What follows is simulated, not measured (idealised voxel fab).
The process module presented herein is designated voxel released beams.
Square cells of 5 nm make up the cross-section cut, whose width is 285 nm.
In what follows, cross-sections appear as grids of square cells, described through bands that run from the top down, where every band is one or more rows of cells.
Heights first: top, then bottom, in nm. Then materials, left to right, each with a width in nm. "edge to edge" on a single material: fills the band edge to edge. "blank": empty space.
Ref level 0: as-received wafer is one material below here. Bottom band extends down with no lower bound ("0 nm and below").
Width spec "30->40" -> top row of cells at first value, bottom row at second value, equal per-row change in between.
The cross-section has no changed cell in any step marked "stayed the same".
This entry, "Sealed void inventory", enumerates those empty regions of no fewer than 8 cells that possess no open connection to the top. Each region is reported in the form width x height at distance, the distance being taken from the left edge, with all three quantities expressed in nm.
Post-settings text on a step line: simulator's own remark regarding the step.
When a step includes a mask, the "overlay nm" setting on its line states how far to the right of its planned place that mask lay, and negative values state how far to the left.

Process steps foreseen in the plan
1,RECEIVE with material Si
2,CONFORMAL_DEP with material SiN, thk nm 10
3,DIRECTIONAL_DEP with material SiO2, thk nm 10
4,MASKED_ETCH with tone open, mask id ANCHOR, width nm 25, etch materials SiO2, depth nm 5, overlay nm 0
5,CONFORMAL_DEP with material polySi, thk nm 10
6,DIRECTIONAL_DEP with material aC, thk nm 15
7,PATTERN with tone cover, mask id BEAM, material resist, width nm 90, thk nm 30, overlay nm 0
8,DIRECTIONAL_ETCH with etch materials aC, depth nm 15
9,STRIP with etch materials resist
10,DIRECTIONAL_ETCH with etch materials polySi, depth nm 10
11,STRIP with etch materials aC
12,STRIP with etch materials SiO2
Split variable: depth nm, step 4. Plan value = first wafer. Wafers start alike.

As received, i.e. after step 1: cross-section through the first of several wafers
- 0 nm and below: Si edge to edge
- Sealed void inventory: none

Each wafer at the end: cells of each material gained (+) or lost (-) since it was received, then its closed voids
depth nm 5; +114 SiN; Sealed void inventory: none
depth nm 10; +114 SiN; +44 polySi; Sealed void inventory: none
depth nm 15; +114 SiN; +44 polySi; Sealed void inventory: none
depth nm 20; +114 SiN; +44 polySi; Sealed void inventory: none
depth nm 25; +114 SiN; +44 polySi; Sealed void inventory: none
